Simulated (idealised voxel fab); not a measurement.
process module | voxel gate over fins
cross-section cut | 280 nm wide | cells 5 nm
A cross-section is a grid of square cells, given in bands from the top down. A band is one or more rows of cells.
Each band's line starts with the height of the band's top and of its bottom, in nm. Then come its materials from left to right, each with its width in nm. One material with "throughout" fills the band from edge to edge. "air" is empty space.
Height 0 is the level under which the wafer as received is all one material. The lowest band goes on downwards, as in "0 down".
A width such as "30 to 40" changes by the same amount from each row of cells to the next, from the band's top row to its bottom row.
"no change" after a step means that no cell of the cross-section changed.
closed voids: empty space of 8 cells or more with no open way to the top, each as width x height at its distance from the left edge, in nm
after a step's settings: what the simulator itself notes on the step
overlay nm, on a step with a mask: how far to the right of its planned place the mask lay; to the left if negative
Each pair below shows a cross-section before one step and the cross-section after it, down to the lowest band that changed. The line under each pair gives the step between them, with its settings. The pairs can come from different runs of this module on the same starting wafer, so a pair continues from the pair above only where its "before" says so.
before
  0 down: Si throughout
  closed voids: none
after
  10 to 0: SiN throughout
  below 0: unchanged
  closed voids: none
the step between: op CONFORMAL_DEP | material SiN | thk nm 10
before: the cross-section after the pair above
after
  20 to 10: aC throughout
  below 10: unchanged
  closed voids: none
the step between: op DIRECTIONAL_DEP | material aC | thk nm 10
before: the cross-section after the pair above
after
  45 to 20: air 70 | resist 15 | air 45 | resist 15 | air 45 | resist 15 | air 75
  below 20: unchanged
  closed voids: none
the step between: op PATTERN | tone cover | mask id FINS | material resist | width nm 15 | pitch nm 60 | thk nm 25 | overlay nm 0
before: the cross-section after the pair above
after
  35 to 20: air 70 | resist 15 | air 45 | resist 15 | air 45 | resist 15 | air 75
  20 to 10: air 70 | aC 15 | air 45 | aC 15 | air 45 | aC 15 | air 75
  below 10: unchanged
  closed voids: none
the step between: op DIRECTIONAL_ETCH | etch materials aC | depth nm 10
before: the cross-section after the pair above
after
  20 to 10: air 70 | aC 15 | air 45 | aC 15 | air 45 | aC 15 | air 75
  below 10: unchanged
  closed voids: none
the step between: op STRIP | etch materials resist
before: the cross-section after the pair above
after
  20 to 10: air 70 | aC 15 | air 45 | aC 15 | air 45 | aC 15 | air 75
  10 to 0: air 70 | SiN 15 | air 45 | SiN 15 | air 45 | SiN 15 | air 75
  below 0: unchanged
  closed voids: none
the step between: op DIRECTIONAL_ETCH | etch materials SiN | depth nm 10
before: the cross-section after the pair above
after
  20 to 10: air 70 | aC 15 | air 45 | aC 15 | air 45 | aC 15 | air 75
  10 to 0: air 70 | SiN 15 | air 45 | SiN 15 | air 45 | SiN 15 | air 75
  0 to -30: air 70 | Si 15 | air 45 | Si 15 | air 45 | Si 15 | air 75
  below -30: unchanged
  closed voids: none
the step between: op DIRECTIONAL_ETCH | etch materials Si | depth nm 30
before: the cross-section after the pair above
after
  10 to 0: air 70 | SiN 15 | air 45 | SiN 15 | air 45 | SiN 15 | air 75
  below 0: unchanged
  closed voids: none
the step between: op STRIP | etch materials aC
before: the cross-section after the pair above
after
  10 to 0: air 70 | SiN 15 | air 45 | SiN 15 | air 45 | SiN 15 | air 75
  0 to -30: air 70 | SiO2 5 | Si 5 | SiO2 5 | air 45 | SiO2 5 | Si 5 | SiO2 5 | air 45 | SiO2 5 | Si 5 | SiO2 5 | air 75
  -30 to -35: SiO2 75 | Si 5 | SiO2 55 | Si 5 | SiO2 55 | Si 5 | SiO2 80
  below -35: unchanged
  closed voids: none
the step between: op OXIDIZE | depth nm 5
before: the cross-section after the pair above
after
  15 to 10: SiO2 throughout
  10 to 0: SiO2 70 | SiN 15 | SiO2 45 | SiN 15 | SiO2 45 | SiN 15 | SiO2 75
  0 to -35: SiO2 75 | Si 5 | SiO2 55 | Si 5 | SiO2 55 | Si 5 | SiO2 80
  below -35: unchanged
  closed voids: none
the step between: op FILL_DEP | material SiO2 | thk nm 5
before: the cross-section after the pair above
after
  10 to 0: SiO2 70 | SiN 15 | SiO2 45 | SiN 15 | SiO2 45 | SiN 15 | SiO2 75
  below 0: unchanged
  closed voids: none
the step between: op CMP | height nm 10
before: the cross-section after the pair above
after
  30 to 10: resist 100 | air 15 | resist 165
  below 10: unchanged
  closed voids: none
the step between: op PATTERN | tone open | mask id RAIL | material resist | width nm 15 | thk nm 20 | overlay nm 0
before: the cross-section after the pair above
after
  30 to 10: resist 100 | air 15 | resist 165
  10 to 0: SiO2 70 | SiN 15 | SiO2 15 | air 15 | SiO2 15 | SiN 15 | SiO2 45 | SiN 15 | SiO2 75
  0 to -25: SiO2 75 | Si 5 | SiO2 20 | air 15 | SiO2 20 | Si 5 | SiO2 55 | Si 5 | SiO2 80
  below -25: unchanged
  closed voids: none
the step between: op DIRECTIONAL_ETCH | etch materials SiO2 | depth nm 35
before: the cross-section after the pair above
after
  10 to 0: SiO2 70 | SiN 15 | SiO2 15 | air 15 | SiO2 15 | SiN 15 | SiO2 45 | SiN 15 | SiO2 75
  below 0: unchanged
  closed voids: none
the step between: op STRIP | etch materials resist
before: the cross-section after the pair above
after
  15 to 10: TiN 105 | air 5 | TiN 170
  10 to 0: SiO2 70 | SiN 15 | SiO2 15 | TiN 5 | air 5 | TiN 5 | SiO2 15 | SiN 15 | SiO2 45 | SiN 15 | SiO2 75
  0 to -20: SiO2 75 | Si 5 | SiO2 20 | TiN 5 | air 5 | TiN 5 | SiO2 20 | Si 5 | SiO2 55 | Si 5 | SiO2 80
  -20 to -25: SiO2 75 | Si 5 | SiO2 20 | TiN 15 | SiO2 20 | Si 5 | SiO2 55 | Si 5 | SiO2 80
  below -25: unchanged
  closed voids: none
the step between: op CONFORMAL_DEP | material TiN | thk nm 5
before: the cross-section after the pair above
after
  25 to 15: W throughout
  15 to 10: TiN 105 | W 5 | TiN 170
  10 to 0: SiO2 70 | SiN 15 | SiO2 15 | TiN 5 | W 5 | TiN 5 | SiO2 15 | SiN 15 | SiO2 45 | SiN 15 | SiO2 75
  0 to -20: SiO2 75 | Si 5 | SiO2 20 | TiN 5 | W 5 | TiN 5 | SiO2 20 | Si 5 | SiO2 55 | Si 5 | SiO2 80
  below -20: unchanged
  closed voids: none
the step between: op FILL_DEP | material W | thk nm 10
before: the cross-section after the pair above
after
  10 to 0: SiO2 70 | SiN 15 | SiO2 15 | TiN 5 | W 5 | TiN 5 | SiO2 15 | SiN 15 | SiO2 45 | SiN 15 | SiO2 75
  below 0: unchanged
  closed voids: none
the step between: op CMP | height nm 10
before: the cross-section after the pair above
after
  10 to 0: SiO2 70 | SiN 15 | SiO2 15 | air 15 | SiO2 15 | SiN 15 | SiO2 45 | SiN 15 | SiO2 75
  0 to -20: SiO2 75 | Si 5 | SiO2 20 | air 15 | SiO2 20 | Si 5 | SiO2 55 | Si 5 | SiO2 80
  below -20: unchanged
  closed voids: none
the step between: op SELECTIVE_ETCH | etch materials W Ru TiN | depth nm 30
before: the cross-section after the pair above
after
  15 to 10: SiO2 throughout
  10 to 0: SiO2 70 | SiN 15 | SiO2 45 | SiN 15 | SiO2 45 | SiN 15 | SiO2 75
  0 to -20: SiO2 75 | Si 5 | SiO2 55 | Si 5 | SiO2 55 | Si 5 | SiO2 80
  below -20: unchanged
  closed voids: none
the step between: op FILL_DEP | material SiO2 | thk nm 5
before: the cross-section after the pair above
after
  10 to 0: SiO2 70 | SiN 15 | SiO2 45 | SiN 15 | SiO2 45 | SiN 15 | SiO2 75
  below 0: unchanged
  closed voids: none
the step between: op CMP | height nm 10
before: the cross-section after the pair above
after
  10 to 0: air 70 | SiN 15 | air 45 | SiN 15 | air 45 | SiN 15 | air 75
  0 to -15: air 75 | Si 5 | air 55 | Si 5 | air 55 | Si 5 | air 80
  below -15: unchanged
  closed voids: none
the step between: op SELECTIVE_ETCH | etch materials SiO2 | depth nm 25
before: the cross-section after the pair above
after
  0 to -15: air 75 | Si 5 | air 55 | Si 5 | air 55 | Si 5 | air 80
  below -15: unchanged
  closed voids: none
the step between: op STRIP | etch materials SiN
before: the cross-section after the pair above
after
  5 to 0: air 70 | HfO2 15 | air 45 | HfO2 15 | air 45 | HfO2 15 | air 75
  0 to -10: air 70 | HfO2 5 | Si 5 | HfO2 5 | air 45 | HfO2 5 | Si 5 | HfO2 5 | air 45 | HfO2 5 | Si 5 | HfO2 5 | air 75
  -10 to -15: HfO2 75 | Si 5 | HfO2 55 | Si 5 | HfO2 55 | Si 5 | HfO2 80
  below -15: unchanged
  closed voids: none
the step between: op CONFORMAL_DEP | material HfO2 | thk nm 5
before: the cross-section after the pair above
after
  10 to 5: air 65 | TiN 25 | air 35 | TiN 25 | air 35 | TiN 25 | air 70
  5 to 0: air 65 | TiN 5 | HfO2 15 | TiN 5 | air 35 | TiN 5 | HfO2 15 | TiN 5 | air 35 | TiN 5 | HfO2 15 | TiN 5 | air 70
  0 to -5: air 65 | TiN 5 | HfO2 5 | Si 5 | HfO2 5 | TiN 5 | air 35 | TiN 5 | HfO2 5 | Si 5 | HfO2 5 | TiN 5 | air 35 | TiN 5 | HfO2 5 | Si 5 | HfO2 5 | TiN 5 | air 70
  -5 to -10: TiN 70 | HfO2 5 | Si 5 | HfO2 5 | TiN 45 | HfO2 5 | Si 5 | HfO2 5 | TiN 45 | HfO2 5 | Si 5 | HfO2 5 | TiN 75
  below -10: unchanged
  closed voids: none
the step between: op CONFORMAL_DEP | material TiN | thk nm 5
before: the cross-section after the pair above
after
  25 to 10: W throughout
  10 to 5: W 65 | TiN 25 | W 35 | TiN 25 | W 35 | TiN 25 | W 70
  5 to 0: W 65 | TiN 5 | HfO2 15 | TiN 5 | W 35 | TiN 5 | HfO2 15 | TiN 5 | W 35 | TiN 5 | HfO2 15 | TiN 5 | W 70
  0 to -5: W 65 | TiN 5 | HfO2 5 | Si 5 | HfO2 5 | TiN 5 | W 35 | TiN 5 | HfO2 5 | Si 5 | HfO2 5 | TiN 5 | W 35 | TiN 5 | HfO2 5 | Si 5 | HfO2 5 | TiN 5 | W 70
  below -5: unchanged
  closed voids: none
the step between: op FILL_DEP | material W | thk nm 15
before: the cross-section after the pair above
after
  20 to 10: W throughout
  below 10: unchanged
  closed voids: none
the step between: op CMP | height nm 20
before: the cross-section after the pair above
after
  30 to 20: SiCN throughout
  below 20: unchanged
  closed voids: none
the step between: op CONFORMAL_DEP | material SiCN | thk nm 10
before
  25 to 15: W throughout
  15 to 10: TiN 105 | W 5 | TiN 170
  10 to 0: SiO2 70 | SiN 15 | SiO2 15 | TiN 5 | W 5 | TiN 5 | SiO2 15 | SiN 15 | SiO2 45 | SiN 15 | SiO2 75
  0 to -20: SiO2 75 | Si 5 | SiO2 20 | TiN 5 | W 5 | TiN 5 | SiO2 20 | Si 5 | SiO2 55 | Si 5 | SiO2 80
  -20 to -25: SiO2 75 | Si 5 | SiO2 20 | TiN 15 | SiO2 20 | Si 5 | SiO2 55 | Si 5 | SiO2 80
  -25 to -35: SiO2 75 | Si 5 | SiO2 55 | Si 5 | SiO2 55 | Si 5 | SiO2 80
  -35 down: Si throughout
  closed voids: none
after
  10 to 0: SiO2 70 | SiN 15 | SiO2 15 | air 15 | SiO2 15 | SiN 15 | SiO2 45 | SiN 15 | SiO2 75
  0 to -5: SiO2 75 | Si 5 | SiO2 20 | air 15 | SiO2 20 | Si 5 | SiO2 55 | Si 5 | SiO2 80
  below -5: unchanged
  closed voids: none
the step between: op SELECTIVE_ETCH | etch materials W Ru TiN | depth nm 30
before: the cross-section after the pair above
after
  15 to 10: SiO2 throughout
  10 to 0: SiO2 70 | SiN 15 | SiO2 45 | SiN 15 | SiO2 45 | SiN 15 | SiO2 75
  0 to -5: SiO2 75 | Si 5 | SiO2 55 | Si 5 | SiO2 55 | Si 5 | SiO2 80
  below -5: unchanged
  closed voids: none
the step between: op FILL_DEP | material SiO2 | thk nm 5
before: the cross-section after the pair above
after
  10 to 0: SiO2 70 | SiN 15 | SiO2 45 | SiN 15 | SiO2 45 | SiN 15 | SiO2 75
  below 0: unchanged
  closed voids: none
the step between: op CMP | height nm 10
before: the cross-section after the pair above
after
  10 to 0: air 70 | SiN 15 | air 45 | SiN 15 | air 45 | SiN 15 | air 75
  0 to -5: air 75 | Si 5 | air 55 | Si 5 | air 55 | Si 5 | air 80
  -5 to -15: air 75 | Si 5 | air 20 | TiN 5 | W 5 | TiN 5 | air 20 | Si 5 | air 55 | Si 5 | air 80
  below -15: unchanged
  closed voids: none
the step between: op SELECTIVE_ETCH | etch materials SiO2 | depth nm 25
before: the cross-section after the pair above
after
  0 to -5: air 75 | Si 5 | air 55 | Si 5 | air 55 | Si 5 | air 80
  below -5: unchanged
  closed voids: none
the step between: op STRIP | etch materials SiN
before: the cross-section after the pair above
after
  5 to 0: air 70 | HfO2 15 | air 45 | HfO2 15 | air 45 | HfO2 15 | air 75
  0 to -5: air 70 | HfO2 5 | Si 5 | HfO2 5 | air 10 | HfO2 25 | air 10 | HfO2 5 | Si 5 | HfO2 5 | air 45 | HfO2 5 | Si 5 | HfO2 5 | air 75
  -5 to -10: air 70 | HfO2 5 | Si 5 | HfO2 5 | air 10 | HfO2 5 | TiN 5 | W 5 | TiN 5 | HfO2 5 | air 10 | HfO2 5 | Si 5 | HfO2 5 | air 45 | HfO2 5 | Si 5 | HfO2 5 | air 75
  -10 to -15: HfO2 75 | Si 5 | HfO2 20 | TiN 5 | W 5 | TiN 5 | HfO2 20 | Si 5 | HfO2 55 | Si 5 | HfO2 80
  below -15: unchanged
  closed voids: none
the step between: op CONFORMAL_DEP | material HfO2 | thk nm 5
before: the cross-section after the pair above
after
  10 to 5: air 65 | TiN 25 | air 35 | TiN 25 | air 35 | TiN 25 | air 70
  5 to 0: air 65 | TiN 5 | HfO2 15 | TiN 45 | HfO2 15 | TiN 5 | air 35 | TiN 5 | HfO2 15 | TiN 5 | air 70
  0 to -5: air 65 | TiN 5 | HfO2 5 | Si 5 | HfO2 5 | TiN 10 | HfO2 25 | TiN 10 | HfO2 5 | Si 5 | HfO2 5 | TiN 5 | air 35 | TiN 5 | HfO2 5 | Si 5 | HfO2 5 | TiN 5 | air 70
  -5 to -10: TiN 70 | HfO2 5 | Si 5 | HfO2 5 | TiN 10 | HfO2 5 | TiN 5 | W 5 | TiN 5 | HfO2 5 | TiN 10 | HfO2 5 | Si 5 | HfO2 5 | TiN 45 | HfO2 5 | Si 5 | HfO2 5 | TiN 75
  below -10: unchanged
  closed voids: none
the step between: op CONFORMAL_DEP | material TiN | thk nm 5
before: the cross-section after the pair above
after
  25 to 10: W throughout
  10 to 5: W 65 | TiN 25 | W 35 | TiN 25 | W 35 | TiN 25 | W 70
  5 to 0: W 65 | TiN 5 | HfO2 15 | TiN 45 | HfO2 15 | TiN 5 | W 35 | TiN 5 | HfO2 15 | TiN 5 | W 70
  0 to -5: W 65 | TiN 5 | HfO2 5 | Si 5 | HfO2 5 | TiN 10 | HfO2 25 | TiN 10 | HfO2 5 | Si 5 | HfO2 5 | TiN 5 | W 35 | TiN 5 | HfO2 5 | Si 5 | HfO2 5 | TiN 5 | W 70
  below -5: unchanged
  closed voids: none
the step between: op FILL_DEP | material W | thk nm 15
before: the cross-section after the pair above
after
  20 to 10: W throughout
  below 10: unchanged
  closed voids: none
the step between: op CMP | height nm 20
before: the cross-section after the pair above
after
  30 to 20: SiCN throughout
  below 20: unchanged
  closed voids: none
the step between: op CONFORMAL_DEP | material SiCN | thk nm 10
before
  20 to 10: air 70 | aC 15 | air 45 | aC 15 | air 45 | aC 15 | air 75
  10 to 0: air 70 | SiN 15 | air 45 | SiN 15 | air 45 | SiN 15 | air 75
  0 to -30: air 70 | Si 15 | air 45 | Si 15 | air 45 | Si 15 | air 75
  -30 down: Si throughout
  closed voids: none
after
  20 to 10: air 70 | aC 15 | air 45 | aC 15 | air 45 | aC 15 | air 75
  10 to 0: air 70 | SiN 15 | air 45 | SiN 15 | air 45 | SiN 15 | air 75
  0 to -60: air 70 | Si 15 | air 45 | Si 15 | air 45 | Si 15 | air 75
  below -60: unchanged
  closed voids: none
the step between: op DIRECTIONAL_ETCH | etch materials Si | depth nm 30
before: the cross-section after the pair above
after
  10 to 0: air 70 | SiN 15 | air 45 | SiN 15 | air 45 | SiN 15 | air 75
  below 0: unchanged
  closed voids: none
the step between: op STRIP | etch materials aC
before: the cross-section after the pair above
after
  10 to 0: air 70 | SiN 15 | air 45 | SiN 15 | air 45 | SiN 15 | air 75
  0 to -60: air 70 | SiO2 5 | Si 5 | SiO2 5 | air 45 | SiO2 5 | Si 5 | SiO2 5 | air 45 | SiO2 5 | Si 5 | SiO2 5 | air 75
  -60 to -65: SiO2 75 | Si 5 | SiO2 55 | Si 5 | SiO2 55 | Si 5 | SiO2 80
  below -65: unchanged
  closed voids: none
the step between: op OXIDIZE | depth nm 5
before: the cross-section after the pair above
after
  15 to 10: SiO2 throughout
  10 to 0: SiO2 70 | SiN 15 | SiO2 45 | SiN 15 | SiO2 45 | SiN 15 | SiO2 75
  0 to -65: SiO2 75 | Si 5 | SiO2 55 | Si 5 | SiO2 55 | Si 5 | SiO2 80
  below -65: unchanged
  closed voids: none
the step between: op FILL_DEP | material SiO2 | thk nm 5
before: the cross-section after the pair above
after
  10 to 0: SiO2 70 | SiN 15 | SiO2 45 | SiN 15 | SiO2 45 | SiN 15 | SiO2 75
  below 0: unchanged
  closed voids: none
the step between: op CMP | height nm 10
before: the cross-section after the pair above
after
  30 to 10: resist 100 | air 15 | resist 165
  below 10: unchanged
  closed voids: none
the step between: op PATTERN | tone open | mask id RAIL | material resist | width nm 15 | thk nm 20 | overlay nm 0
before: the cross-section after the pair above
after
  30 to 10: resist 100 | air 15 | resist 165
  10 to 0: SiO2 70 | SiN 15 | SiO2 15 | air 15 | SiO2 15 | SiN 15 | SiO2 45 | SiN 15 | SiO2 75
  0 to -25: SiO2 75 | Si 5 | SiO2 20 | air 15 | SiO2 20 | Si 5 | SiO2 55 | Si 5 | SiO2 80
  below -25: unchanged
  closed voids: none
the step between: op DIRECTIONAL_ETCH | etch materials SiO2 | depth nm 35
before: the cross-section after the pair above
after
  10 to 0: SiO2 70 | SiN 15 | SiO2 15 | air 15 | SiO2 15 | SiN 15 | SiO2 45 | SiN 15 | SiO2 75
  below 0: unchanged
  closed voids: none
the step between: op STRIP | etch materials resist
before: the cross-section after the pair above
after
  15 to 10: TiN 105 | air 5 | TiN 170
  10 to 0: SiO2 70 | SiN 15 | SiO2 15 | TiN 5 | air 5 | TiN 5 | SiO2 15 | SiN 15 | SiO2 45 | SiN 15 | SiO2 75
  0 to -20: SiO2 75 | Si 5 | SiO2 20 | TiN 5 | air 5 | TiN 5 | SiO2 20 | Si 5 | SiO2 55 | Si 5 | SiO2 80
  -20 to -25: SiO2 75 | Si 5 | SiO2 20 | TiN 15 | SiO2 20 | Si 5 | SiO2 55 | Si 5 | SiO2 80
  below -25: unchanged
  closed voids: none
the step between: op CONFORMAL_DEP | material TiN | thk nm 5
before: the cross-section after the pair above
after
  25 to 15: W throughout
  15 to 10: TiN 105 | W 5 | TiN 170
  10 to 0: SiO2 70 | SiN 15 | SiO2 15 | TiN 5 | W 5 | TiN 5 | SiO2 15 | SiN 15 | SiO2 45 | SiN 15 | SiO2 75
  0 to -20: SiO2 75 | Si 5 | SiO2 20 | TiN 5 | W 5 | TiN 5 | SiO2 20 | Si 5 | SiO2 55 | Si 5 | SiO2 80
  below -20: unchanged
  closed voids: none
the step between: op FILL_DEP | material W | thk nm 10
before: the cross-section after the pair above
after
  10 to 0: SiO2 70 | SiN 15 | SiO2 15 | TiN 5 | W 5 | TiN 5 | SiO2 15 | SiN 15 | SiO2 45 | SiN 15 | SiO2 75
  below 0: unchanged
  closed voids: none
the step between: op CMP | height nm 10
before: the cross-section after the pair above
after
  10 to 0: SiO2 70 | SiN 15 | SiO2 15 | air 15 | SiO2 15 | SiN 15 | SiO2 45 | SiN 15 | SiO2 75
  0 to -20: SiO2 75 | Si 5 | SiO2 20 | air 15 | SiO2 20 | Si 5 | SiO2 55 | Si 5 | SiO2 80
  below -20: unchanged
  closed voids: none
the step between: op SELECTIVE_ETCH | etch materials W Ru TiN | depth nm 30
before: the cross-section after the pair above
after
  15 to 10: SiO2 throughout
  10 to 0: SiO2 70 | SiN 15 | SiO2 45 | SiN 15 | SiO2 45 | SiN 15 | SiO2 75
  0 to -20: SiO2 75 | Si 5 | SiO2 55 | Si 5 | SiO2 55 | Si 5 | SiO2 80
  below -20: unchanged
  closed voids: none
the step between: op FILL_DEP | material SiO2 | thk nm 5
before: the cross-section after the pair above
after
  10 to 0: SiO2 70 | SiN 15 | SiO2 45 | SiN 15 | SiO2 45 | SiN 15 | SiO2 75
  below 0: unchanged
  closed voids: none
the step between: op CMP | height nm 10
before: the cross-section after the pair above
after
  10 to 0: air 70 | SiN 15 | air 45 | SiN 15 | air 45 | SiN 15 | air 75
  0 to -15: air 75 | Si 5 | air 55 | Si 5 | air 55 | Si 5 | air 80
  below -15: unchanged
  closed voids: none
the step between: op SELECTIVE_ETCH | etch materials SiO2 | depth nm 25
before: the cross-section after the pair above
after
  0 to -15: air 75 | Si 5 | air 55 | Si 5 | air 55 | Si 5 | air 80
  below -15: unchanged
  closed voids: none
the step between: op STRIP | etch materials SiN
before: the cross-section after the pair above
after
  5 to 0: air 70 | HfO2 15 | air 45 | HfO2 15 | air 45 | HfO2 15 | air 75
  0 to -10: air 70 | HfO2 5 | Si 5 | HfO2 5 | air 45 | HfO2 5 | Si 5 | HfO2 5 | air 45 | HfO2 5 | Si 5 | HfO2 5 | air 75
  -10 to -15: HfO2 75 | Si 5 | HfO2 55 | Si 5 | HfO2 55 | Si 5 | HfO2 80
  below -15: unchanged
  closed voids: none
the step between: op CONFORMAL_DEP | material HfO2 | thk nm 5
before: the cross-section after the pair above
after
  10 to 5: air 65 | TiN 25 | air 35 | TiN 25 | air 35 | TiN 25 | air 70
  5 to 0: air 65 | TiN 5 | HfO2 15 | TiN 5 | air 35 | TiN 5 | HfO2 15 | TiN 5 | air 35 | TiN 5 | HfO2 15 | TiN 5 | air 70
  0 to -5: air 65 | TiN 5 | HfO2 5 | Si 5 | HfO2 5 | TiN 5 | air 35 | TiN 5 | HfO2 5 | Si 5 | HfO2 5 | TiN 5 | air 35 | TiN 5 | HfO2 5 | Si 5 | HfO2 5 | TiN 5 | air 70
  -5 to -10: TiN 70 | HfO2 5 | Si 5 | HfO2 5 | TiN 45 | HfO2 5 | Si 5 | HfO2 5 | TiN 45 | HfO2 5 | Si 5 | HfO2 5 | TiN 75
  below -10: unchanged
  closed voids: none
the step between: op CONFORMAL_DEP | material TiN | thk nm 5
before: the cross-section after the pair above
after
  25 to 10: W throughout
  10 to 5: W 65 | TiN 25 | W 35 | TiN 25 | W 35 | TiN 25 | W 70
  5 to 0: W 65 | TiN 5 | HfO2 15 | TiN 5 | W 35 | TiN 5 | HfO2 15 | TiN 5 | W 35 | TiN 5 | HfO2 15 | TiN 5 | W 70
  0 to -5: W 65 | TiN 5 | HfO2 5 | Si 5 | HfO2 5 | TiN 5 | W 35 | TiN 5 | HfO2 5 | Si 5 | HfO2 5 | TiN 5 | W 35 | TiN 5 | HfO2 5 | Si 5 | HfO2 5 | TiN 5 | W 70
  below -5: unchanged
  closed voids: none
the step between: op FILL_DEP | material W | thk nm 15
before: the cross-section after the pair above
after
  20 to 10: W throughout
  below 10: unchanged
  closed voids: none
the step between: op CMP | height nm 20
before: the cross-section after the pair above
after
  30 to 20: SiCN throughout
  below 20: unchanged
  closed voids: none
the step between: op CONFORMAL_DEP | material SiCN | thk nm 10
before
  0 to -15: air 75 | Si 5 | air 55 | Si 5 | air 55 | Si 5 | air 80
  -15 to -20: SiO2 75 | Si 5 | SiO2 55 | Si 5 | SiO2 55 | Si 5 | SiO2 80
  -20 to -25: SiO2 75 | Si 5 | SiO2 20 | TiN 15 | SiO2 20 | Si 5 | SiO2 55 | Si 5 | SiO2 80
  -25 to -35: SiO2 75 | Si 5 | SiO2 55 | Si 5 | SiO2 55 | Si 5 | SiO2 80
  -35 down: Si throughout
  closed voids: none
after
  5 to 0: air 70 | TiN 15 | air 45 | TiN 15 | air 45 | TiN 15 | air 75
  0 to -10: air 70 | TiN 5 | Si 5 | TiN 5 | air 45 | TiN 5 | Si 5 | TiN 5 | air 45 | TiN 5 | Si 5 | TiN 5 | air 75
  -10 to -15: TiN 75 | Si 5 | TiN 55 | Si 5 | TiN 55 | Si 5 | TiN 80
  below -15: unchanged
  closed voids: none
the step between: op CONFORMAL_DEP | material TiN | thk nm 5
before: the cross-section after the pair above
after
  10 to 5: air 65 | HfO2 25 | air 35 | HfO2 25 | air 35 | HfO2 25 | air 70
  5 to 0: air 65 | HfO2 5 | TiN 15 | HfO2 5 | air 35 | HfO2 5 | TiN 15 | HfO2 5 | air 35 | HfO2 5 | TiN 15 | HfO2 5 | air 70
  0 to -5: air 65 | HfO2 5 | TiN 5 | Si 5 | TiN 5 | HfO2 5 | air 35 | HfO2 5 | TiN 5 | Si 5 | TiN 5 | HfO2 5 | air 35 | HfO2 5 | TiN 5 | Si 5 | TiN 5 | HfO2 5 | air 70
  -5 to -10: HfO2 70 | TiN 5 | Si 5 | TiN 5 | HfO2 45 | TiN 5 | Si 5 | TiN 5 | HfO2 45 | TiN 5 | Si 5 | TiN 5 | HfO2 75
  below -10: unchanged
  closed voids: none
the step between: op CONFORMAL_DEP | material HfO2 | thk nm 5
before: the cross-section after the pair above
after
  25 to 10: W throughout
  10 to 5: W 65 | HfO2 25 | W 35 | HfO2 25 | W 35 | HfO2 25 | W 70
  5 to 0: W 65 | HfO2 5 | TiN 15 | HfO2 5 | W 35 | HfO2 5 | TiN 15 | HfO2 5 | W 35 | HfO2 5 | TiN 15 | HfO2 5 | W 70
  0 to -5: W 65 | HfO2 5 | TiN 5 | Si 5 | TiN 5 | HfO2 5 | W 35 | HfO2 5 | TiN 5 | Si 5 | TiN 5 | HfO2 5 | W 35 | HfO2 5 | TiN 5 | Si 5 | TiN 5 | HfO2 5 | W 70
  below -5: unchanged
  closed voids: none
the step between: op FILL_DEP | material W | thk nm 15
before: the cross-section after the pair above
after
  20 to 10: W throughout
  below 10: unchanged
  closed voids: none
the step between: op CMP | height nm 20
before: the cross-section after the pair above
after
  30 to 20: SiCN throughout
  below 20: unchanged
  closed voids: none
the step between: op CONFORMAL_DEP | material SiCN | thk nm 10
before
  20 to 10: air 70 | aC 15 | air 45 | aC 15 | air 45 | aC 15 | air 75
  10 to 0: air 70 | SiN 15 | air 45 | SiN 15 | air 45 | SiN 15 | air 75
  0 down: Si throughout
  closed voids: none
after
  20 to 10: air 70 | aC 15 | air 45 | aC 15 | air 45 | aC 15 | air 75
  10 to 0: air 70 | SiN 15 | air 45 | SiN 15 | air 45 | SiN 15 | air 75
  0 to -35: air 70 | Si 15 | air 45 | Si 15 | air 45 | Si 15 | air 75
  below -35: unchanged
  closed voids: none
the step between: op DIRECTIONAL_ETCH | etch materials Si | depth nm 35
before: the cross-section after the pair above
after
  10 to 0: air 70 | SiN 15 | air 45 | SiN 15 | air 45 | SiN 15 | air 75
  below 0: unchanged
  closed voids: none
the step between: op STRIP | etch materials aC
before: the cross-section after the pair above
after
  10 to 0: air 70 | SiN 15 | air 45 | SiN 15 | air 45 | SiN 15 | air 75
  0 to -35: air 70 | SiO2 5 | Si 5 | SiO2 5 | air 45 | SiO2 5 | Si 5 | SiO2 5 | air 45 | SiO2 5 | Si 5 | SiO2 5 | air 75
  -35 to -40: SiO2 75 | Si 5 | SiO2 55 | Si 5 | SiO2 55 | Si 5 | SiO2 80
  below -40: unchanged
  closed voids: none
the step between: op OXIDIZE | depth nm 5
before: the cross-section after the pair above
after
  15 to 10: SiO2 throughout
  10 to 0: SiO2 70 | SiN 15 | SiO2 45 | SiN 15 | SiO2 45 | SiN 15 | SiO2 75
  0 to -40: SiO2 75 | Si 5 | SiO2 55 | Si 5 | SiO2 55 | Si 5 | SiO2 80
  below -40: unchanged
  closed voids: none
the step between: op FILL_DEP | material SiO2 | thk nm 5
before: the cross-section after the pair above
after
  10 to 0: SiO2 70 | SiN 15 | SiO2 45 | SiN 15 | SiO2 45 | SiN 15 | SiO2 75
  below 0: unchanged
  closed voids: none
the step between: op CMP | height nm 10
before: the cross-section after the pair above
after
  30 to 10: resist 100 | air 15 | resist 165
  below 10: unchanged
  closed voids: none
the step between: op PATTERN | tone open | mask id RAIL | material resist | width nm 15 | thk nm 20 | overlay nm 0
before: the cross-section after the pair above
after
  30 to 10: resist 100 | air 15 | resist 165
  10 to 0: SiO2 70 | SiN 15 | SiO2 15 | air 15 | SiO2 15 | SiN 15 | SiO2 45 | SiN 15 | SiO2 75
  0 to -25: SiO2 75 | Si 5 | SiO2 20 | air 15 | SiO2 20 | Si 5 | SiO2 55 | Si 5 | SiO2 80
  below -25: unchanged
  closed voids: none
the step between: op DIRECTIONAL_ETCH | etch materials SiO2 | depth nm 35
before: the cross-section after the pair above
after
  10 to 0: SiO2 70 | SiN 15 | SiO2 15 | air 15 | SiO2 15 | SiN 15 | SiO2 45 | SiN 15 | SiO2 75
  below 0: unchanged
  closed voids: none
the step between: op STRIP | etch materials resist
before: the cross-section after the pair above
after
  15 to 10: TiN 105 | air 5 | TiN 170
  10 to 0: SiO2 70 | SiN 15 | SiO2 15 | TiN 5 | air 5 | TiN 5 | SiO2 15 | SiN 15 | SiO2 45 | SiN 15 | SiO2 75
  0 to -20: SiO2 75 | Si 5 | SiO2 20 | TiN 5 | air 5 | TiN 5 | SiO2 20 | Si 5 | SiO2 55 | Si 5 | SiO2 80
  -20 to -25: SiO2 75 | Si 5 | SiO2 20 | TiN 15 | SiO2 20 | Si 5 | SiO2 55 | Si 5 | SiO2 80
  below -25: unchanged
  closed voids: none
the step between: op CONFORMAL_DEP | material TiN | thk nm 5
before: the cross-section after the pair above
after
  25 to 15: W throughout
  15 to 10: TiN 105 | W 5 | TiN 170
  10 to 0: SiO2 70 | SiN 15 | SiO2 15 | TiN 5 | W 5 | TiN 5 | SiO2 15 | SiN 15 | SiO2 45 | SiN 15 | SiO2 75
  0 to -20: SiO2 75 | Si 5 | SiO2 20 | TiN 5 | W 5 | TiN 5 | SiO2 20 | Si 5 | SiO2 55 | Si 5 | SiO2 80
  below -20: unchanged
  closed voids: none
the step between: op FILL_DEP | material W | thk nm 10
